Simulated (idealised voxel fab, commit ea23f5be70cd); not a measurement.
Presented below is a process module, voxel tone inversion.
Square cell edge 5 nm, section width 230 nm, ID cut.
If you're reading a cross-section in this doc, picture square cells in a grid; it comes to you as bands, top ones listed first down to the bottom, and a band can be one or more rows of cells.
Top height, bottom height, nm. Materials left to right, width each, nm. Single material + "throughout" = fills band edge to edge. "air" = empty.
Basically, 0 is our baseline, since under it the wafer straight out of the box is all one material. The bottom band has no lower end and keeps on going down, so it looks like "0 nm and below".
Width spec "30 to 40" -> top row of cells at first value, bottom row at second value, equal per-row change in between.
The cross-section has no changed cell in any step marked "left unchanged".
Under "Completely enclosed voids" you'll find the enclosed gaps, the ones with no way out to the top, that are 8 cells or bigger; each reads width x height at distance, with distance counted from the left edge, everything in nm.
Heads up: the bit after the settings on a step's line is the simulator's remark on that step.
overlay nm: right-of-plan distance of the mask on a masked step; negative values mean left-of-plan.
**Process steps - plan**
- 1: RECEIVE [material Si]
- 2: CONFORMAL_DEP [material SiN] [thk nm 10]
- 3: DIRECTIONAL_DEP [material polySi] [thk nm 20]
- 4: PATTERN [tone cover] [mask id POSTS] [material resist] [width nm 15] [pitch nm 40] [thk nm 25] [overlay nm 0]
- 5: DIRECTIONAL_ETCH [etch materials polySi] [depth nm 20]
- 6: STRIP [etch materials resist]
- 7: FILL_DEP [material SiO2] [thk nm 5]
- 8: CMP [height nm 30]
- 9: STRIP [etch materials polySi]
**First out of two wafers; run went to plan**
**Incoming wafer in cross-section (state: after step 1)**
  0 nm and below | Si throughout
  Completely enclosed voids: none
**After step 2: wafer cross-section**
  10 nm to 0 nm | SiN throughout
  Below 0, no change.
**After step 3: wafer cross-section**
  30 nm to 10 nm | polySi throughout
  Below 10, no change.
**After step 4: wafer cross-section**
  55 nm to 30 nm | air 65 nm | resist 15 nm | air 25 nm | resist 15 nm | air 25 nm | resist 15 nm | air 70 nm
  Below 30, no change.
**After step 5: wafer cross-section**
  55 nm to 30 nm | air 65 nm | resist 15 nm | air 25 nm | resist 15 nm | air 25 nm | resist 15 nm | air 70 nm
  30 nm to 10 nm | air 65 nm | polySi 15 nm | air 25 nm | polySi 15 nm | air 25 nm | polySi 15 nm | air 70 nm
  Below 10, no change.
**After step 6: wafer cross-section**
  30 nm to 10 nm | air 65 nm | polySi 15 nm | air 25 nm | polySi 15 nm | air 25 nm | polySi 15 nm | air 70 nm
  Below 10, no change.
**After step 7: wafer cross-section**
  35 nm to 30 nm | SiO2 throughout
  30 nm to 10 nm | SiO2 65 nm | polySi 15 nm | SiO2 25 nm | polySi 15 nm | SiO2 25 nm | polySi 15 nm | SiO2 70 nm
  Below 10, no change.
**After step 8: wafer cross-section**
  30 nm to 10 nm | SiO2 65 nm | polySi 15 nm | SiO2 25 nm | polySi 15 nm | SiO2 25 nm | polySi 15 nm | SiO2 70 nm
  Below 10, no change.
**After step 9: wafer cross-section**
  30 nm to 10 nm | SiO2 65 nm | air 15 nm | SiO2 25 nm | air 15 nm | SiO2 25 nm | air 15 nm | SiO2 70 nm
  Below 10, no change.
**The second wafer: identical to the first at the outset and in its planned sequence, differing only in that one mistake was made during processing; up to and including step 3, its path is the first wafer's path**
**Planned end of step 4: second wafer, cross-section**
  55 nm to 30 nm | air 60 nm | resist 25 nm | air 15 nm | resist 25 nm | air 15 nm | resist 25 nm | air 65 nm
  Below 30, no change.
**Planned end of step 5: second wafer, cross-section**
  55 nm to 30 nm | air 60 nm | resist 25 nm | air 15 nm | resist 25 nm | air 15 nm | resist 25 nm | air 65 nm
  30 nm to 10 nm | air 60 nm | polySi 25 nm | air 15 nm | polySi 25 nm | air 15 nm | polySi 25 nm | air 65 nm
  Below 10, no change.
**Planned end of step 6: second wafer, cross-section**
  30 nm to 10 nm | air 60 nm | polySi 25 nm | air 15 nm | polySi 25 nm | air 15 nm | polySi 25 nm | air 65 nm
  Below 10, no change.
**Planned end of step 7: second wafer, cross-section**
  35 nm to 30 nm | SiO2 throughout
  30 nm to 10 nm | SiO2 60 nm | polySi 25 nm | SiO2 15 nm | polySi 25 nm | SiO2 15 nm | polySi 25 nm | SiO2 65 nm
  Below 10, no change.
**Planned end of step 8: second wafer, cross-section**
  30 nm to 10 nm | SiO2 60 nm | polySi 25 nm | SiO2 15 nm | polySi 25 nm | SiO2 15 nm | polySi 25 nm | SiO2 65 nm
  Below 10, no change.
**Planned end of step 9: second wafer, cross-section**
  30 nm to 10 nm | SiO2 60 nm | air 25 nm | SiO2 15 nm | air 25 nm | SiO2 15 nm | air 25 nm | SiO2 65 nm
  Below 10, no change.
Deviation noted in wafer processing: step 4 did not use the planned setting and instead ran as PATTERN [tone cover] [mask id POSTS] [material resist] [width nm 25] [pitch nm 40] [thk nm 25] [overlay nm 0]
The second wafer ends with more or fewer cells of some materials than the first, per final count: 24 fewer of SiO2
